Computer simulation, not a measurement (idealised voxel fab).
Process module heading - voxel self aligned vias
cross-section cut | 280 nm wide | cells 5 nm
When this document writes out a cross-section, it uses a grid of square cells and lists it as bands, beginning at the top and moving down, with a band standing for one or more rows of cells. Per band: top height and bottom height in nm, followed by the left-to-right materials and their widths in nm; "throughout" marks a single material spanning edge to edge, "empty" marks empty space. Zero point of the height axis is 0; under it, received wafer = one material. Lowest band: continues down indefinitely, "0 and below". A width such as "30 to 40" changes by the same amount from each row of cells to the next, from the band's top row to its bottom row. Step note "identical to before" = no cross-section cell changed. Closed-off voids of 8+ cells (no open route to the top) go in "Completely enclosed voids", written width x height at distance from the left edge, in nm. Step line, after settings: the simulator's comment on this step. Among the settings permitted on a step's line is "overlay nm"; applied to a step with a mask, it specifies the extent to which the mask lay to the right of its planned position, whereas a negative figure signifies a position to the left.

**Process steps (planned)**
step 1: RECEIVE: material Si
step 2: CONFORMAL_DEP: material SiO2, thk nm 10
step 3: CONFORMAL_DEP: material SiCN, thk nm 5
step 4: DIRECTIONAL_DEP: material lowk, thk nm 25
step 5: MASKED_ETCH: tone open, mask id LINES, width nm 20, pitch nm 50, etch materials lowk, depth nm 25, overlay nm 0
step 6: CONFORMAL_DEP: material TiN, thk nm 5
step 7: FILL_DEP: material Ru, thk nm 10
step 8: CMP: height nm 40
step 9: SELECTIVE_ETCH: etch materials W Ru TiN, depth nm 5
step 10: FILL_DEP: material SiN, thk nm 5
step 11: CMP: height nm 40
step 12: DIRECTIONAL_DEP: material lowk, thk nm 20
step 13: DIRECTIONAL_DEP: material aC, thk nm 15
step 14: PATTERN: tone open, mask id VIAS, material resist, width nm 30, pitch nm 100, thk nm 30, overlay nm 0
step 15: DIRECTIONAL_ETCH: etch materials aC, depth nm 15
step 16: STRIP: etch materials resist
step 17: DIRECTIONAL_ETCH: etch materials lowk, depth nm 20
step 18: DIRECTIONAL_ETCH: etch materials SiN, depth nm 5
step 19: STRIP: etch materials aC
step 20: CONFORMAL_DEP: material TiN, thk nm 5
step 21: FILL_DEP: material Ru, thk nm 5
step 22: CMP: height nm 60
step 23: CONFORMAL_DEP: material SiN, thk nm 5

**Incoming wafer in cross-section (state: after step 1)**
> 0 and below = Si throughout
> Completely enclosed voids: none

**Wafer cross-section at module end: first of two, run to plan**
> 65 down to 60 = SiN throughout
> 60 down to 45 = 75 lowk; 5 TiN; 20 Ru; 5 TiN; 70 lowk; 5 TiN; 20 Ru; 5 TiN; 75 lowk
> 45 down to 40 = 75 lowk; 10 TiN; 10 Ru; 10 TiN; 70 lowk; 10 TiN; 10 Ru; 10 TiN; 75 lowk
> 40 down to 35 = 80 lowk; 20 TiN; 30 lowk; 20 SiN; 30 lowk; 20 TiN; 80 lowk
> 35 down to 20 = 80 lowk; 5 TiN; 10 Ru; 5 TiN; 30 lowk; 5 TiN; 10 Ru; 5 TiN; 30 lowk; 5 TiN; 10 Ru; 5 TiN; 80 lowk
> 20 down to 15 = 80 lowk; 20 TiN; 30 lowk; 20 TiN; 30 lowk; 20 TiN; 80 lowk
> 15 down to 10 = SiCN throughout
> 10 down to 0 = SiO2 throughout
> 0 and below = Si throughout
> Completely enclosed voids: none

**What the second wafer looks like in cross-section once the module is done. Its start and its plan matched the first wafer's exactly; what differed was one mistake in how it was run**
> 65 down to 60 = SiN throughout
> 60 down to 40 = 75 lowk; 5 TiN; 20 Ru; 5 TiN; 70 lowk; 5 TiN; 20 Ru; 5 TiN; 75 lowk
> 40 down to 35 = 75 lowk; 30 TiN; 25 lowk; 20 SiN; 25 lowk; 30 TiN; 75 lowk
> 35 down to 20 = 75 lowk; 10 TiN; 10 Ru; 10 TiN; 25 lowk; 5 TiN; 10 Ru; 5 TiN; 25 lowk; 10 TiN; 10 Ru; 10 TiN; 75 lowk
> 20 down to 15 = 80 lowk; 20 TiN; 30 lowk; 20 TiN; 30 lowk; 20 TiN; 80 lowk
> 15 down to 10 = SiCN throughout
> 10 down to 0 = SiO2 throughout
> 0 and below = Si throughout
> Completely enclosed voids: none
The plan and the run diverged here: step 17 of the plan was carried out twice
Once processing is complete, comparing cell counts shows that the second wafer has more or fewer of certain materials than the first: Ru +4; TiN +12; lowk -16
